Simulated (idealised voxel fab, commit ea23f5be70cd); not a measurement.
Process module, titled voxel transistor to metal
Section cut is 185 nm wide and gridded with 5 nm square cells.
When this document writes out a cross-section, it uses a grid of square cells and lists it as bands, beginning at the top and moving down, with a band standing for one or more rows of cells.
Basically the band line says how high the top is and how high the bottom is, in nm, and then what's in it from left to right, every material with its width in nm. Empty space shows up as "air", and if a single material carries "full width" it runs the full band edge to edge.
It should be noted that heights are counted from 0, beneath which the wafer as supplied is of one material throughout, and that the lowest band possesses no lower boundary but continues downward, as written in "from 0 down".
A width such as "30..40" changes by the same amount from each row of cells to the next, from the band's top row to its bottom row.
You'll sometimes find "nothing different" written for a step, and that's the way of saying that nowhere in the cross-section did a cell change during that step.
What "Sealed voids" gives you is every empty space of 8 cells or more that is cut off from the top. Each appears as width x height at distance, with the distance taken from the left edge and width, height and distance all in nm.
after a step's settings: what the simulator itself notes on the step
overlay nm: mask offset rightward from planned place, masked step; negative means leftward offset.
### These are the steps we planned for the process
1) RECEIVE (material Si)
2) OXIDIZE (depth nm 5)
3) CONFORMAL_DEP (material SiN; thk nm 10)
4) DIRECTIONAL_DEP (material aC; thk nm 10)
5) PATTERN (tone cover; mask id ACTIVE; material resist; width nm 120; thk nm 25; overlay nm 0)
6) DIRECTIONAL_ETCH (etch materials aC; depth nm 10)
7) STRIP (etch materials resist)
8) DIRECTIONAL_ETCH (etch materials SiN; depth nm 10)
9) DIRECTIONAL_ETCH (etch materials SiO2; depth nm 5)
10) DIRECTIONAL_ETCH (etch materials Si; depth nm 20)
11) STRIP (etch materials aC)
12) OXIDIZE (depth nm 5)
13) FILL_DEP (material SiO2; thk nm 5)
14) CMP (height nm 10)
15) SELECTIVE_ETCH (etch materials SiO2; depth nm 5)
16) STRIP (etch materials SiN)
17) SELECTIVE_ETCH (etch materials SiO2; depth nm 5)
18) OXIDIZE (depth nm 5)
19) DIRECTIONAL_DEP (material polySi; thk nm 25)
20) DIRECTIONAL_DEP (material SiCN; thk nm 10)
21) PATTERN (tone cover; mask id GATE; material resist; width nm 30; thk nm 15; overlay nm 0)
22) DIRECTIONAL_ETCH (etch materials SiCN; depth nm 20)
23) DIRECTIONAL_ETCH (etch materials polySi; depth nm 35)
24) STRIP (etch materials resist)
25) CONFORMAL_DEP (material SiO2; thk nm 5)
26) DIRECTIONAL_ETCH (etch materials SiO2; depth nm 5)
27) CONFORMAL_DEP (material SiN; thk nm 5)
28) DIRECTIONAL_ETCH (etch materials SiN; depth nm 5)
29) DIRECTIONAL_ETCH (etch materials SiO2; depth nm 5)
30) DIRECTIONAL_ETCH (etch materials Si; depth nm 5)
31) EPI (material SiGe; thk nm 5)
32) FILL_DEP (material SiO2; thk nm 5)
33) CMP (height nm 20)
34) STRIP (etch materials polySi)
35) SELECTIVE_ETCH (etch materials SiO2; depth nm 5)
36) CONFORMAL_DEP (material HfO2; thk nm 5)
37) CONFORMAL_DEP (material TiN; thk nm 5)
38) FILL_DEP (material W; thk nm 5)
39) CMP (height nm 15)
40) DIRECTIONAL_DEP (material SiO2; thk nm 15)
41) PATTERN (tone open; mask id CONTACT; material resist; width nm 15; pitch nm 85; thk nm 15; overlay nm 0)
42) DIRECTIONAL_ETCH (etch materials SiO2; depth nm 40)
43) STRIP (etch materials resist)
44) CONFORMAL_DEP (material TiN; thk nm 5)
45) FILL_DEP (material Ru; thk nm 10)
46) CMP (height nm 30)
47) CONFORMAL_DEP (material SiN; thk nm 5)
48) DIRECTIONAL_DEP (material SiO2; thk nm 25)
49) PATTERN (tone open; mask id METAL_1; material resist; width nm 15; pitch nm 85; thk nm 20; overlay nm 0)
50) DIRECTIONAL_ETCH (etch materials SiO2; depth nm 25)
51) DIRECTIONAL_ETCH (etch materials SiN; depth nm 5)
52) STRIP (etch materials resist)
53) CONFORMAL_DEP (material TiN; thk nm 5)
54) FILL_DEP (material Cu; thk nm 10)
55) CMP (height nm 60)
56) CONFORMAL_DEP (material SiCN; thk nm 5)
### Cross-section of the wafer upon arrival, representing the state reached after step 1
> from 0 down | Si full width
> Sealed voids: none
### first wafer at the end, as planned
> from 65 to 60 | SiCN full width
> from 60 to 35 | SiO2: 40 | TiN: 5 | Cu: 5 | TiN: 5 | SiO2: 70 | TiN: 5 | Cu: 5 | TiN: 5 | SiO2: 45
> from 35 to 30 | SiN: 40 | TiN: 15 | SiN: 70 | TiN: 15 | SiN: 45
> from 30 to 15 | SiO2: 40 | TiN: 5 | Ru: 5 | TiN: 5 | SiO2: 70 | TiN: 5 | Ru: 5 | TiN: 5 | SiO2: 45
> from 15 to 0 | SiO2: 40 | TiN: 5 | Ru: 5 | TiN: 5 | SiO2: 10 | SiN: 5 | HfO2: 5 | TiN: 5 | W: 20 | TiN: 5 | HfO2: 5 | SiN: 5 | SiO2: 10 | TiN: 5 | Ru: 5 | TiN: 5 | SiO2: 45
> from 0 to -5 | SiO2: 30 | SiN: 5 | SiO2: 5 | TiN: 5 | Ru: 5 | TiN: 5 | SiO2: 10 | SiN: 5 | HfO2: 5 | TiN: 30 | HfO2: 5 | SiN: 5 | SiO2: 10 | TiN: 5 | Ru: 5 | TiN: 5 | SiO2: 5 | SiN: 5 | SiO2: 35
> from -5 to -10 | SiO2: 40 | TiN: 15 | SiO2: 5 | SiGe: 5 | SiO2: 5 | HfO2: 40 | SiO2: 5 | SiGe: 5 | SiO2: 5 | TiN: 15 | SiO2: 45
> from -10 to -15 | SiO2: 35 | SiGe: 30 | Si: 50 | SiGe: 30 | SiO2: 40
> from -15 to -30 | SiO2: 35 | Si: 110 | SiO2: 40
> from -30 down | Si full width
> Sealed voids: none
### So this is wafer number two of the two, cut at the end of the module - it started where the first did and had the same plan, we just got one thing wrong running it
> from 65 to 60 | SiCN full width
> from 60 to 35 | SiO2: 30 | TiN: 5 | Cu: 5 | TiN: 5 | SiO2: 70 | TiN: 5 | Cu: 5 | TiN: 5 | SiO2: 55
> from 35 to 30 | SiN: 30 | TiN: 15 | SiN: 70 | TiN: 15 | SiN: 55
> from 30 to 15 | SiO2: 40 | TiN: 5 | Ru: 5 | TiN: 5 | SiO2: 70 | TiN: 5 | Ru: 5 | TiN: 5 | SiO2: 45
> from 15 to 0 | SiO2: 40 | TiN: 5 | Ru: 5 | TiN: 5 | SiO2: 10 | SiN: 5 | HfO2: 5 | TiN: 5 | W: 20 | TiN: 5 | HfO2: 5 | SiN: 5 | SiO2: 10 | TiN: 5 | Ru: 5 | TiN: 5 | SiO2: 45
> from 0 to -5 | SiO2: 30 | SiN: 5 | SiO2: 5 | TiN: 5 | Ru: 5 | TiN: 5 | SiO2: 10 | SiN: 5 | HfO2: 5 | TiN: 30 | HfO2: 5 | SiN: 5 | SiO2: 10 | TiN: 5 | Ru: 5 | TiN: 5 | SiO2: 5 | SiN: 5 | SiO2: 35
> from -5 to -10 | SiO2: 40 | TiN: 15 | SiO2: 5 | SiGe: 5 | SiO2: 5 | HfO2: 40 | SiO2: 5 | SiGe: 5 | SiO2: 5 | TiN: 15 | SiO2: 45
> from -10 to -15 | SiO2: 35 | SiGe: 30 | Si: 50 | SiGe: 30 | SiO2: 40
> from -15 to -30 | SiO2: 35 | Si: 110 | SiO2: 40
> from -30 down | Si full width
> Sealed voids: none
Run error: step 49 ran as: PATTERN (tone open; mask id METAL_1; material resist; width nm 15; pitch nm 85; thk nm 20; overlay nm -10)
Cell counts per material: same on both final wafers. Positions: different.
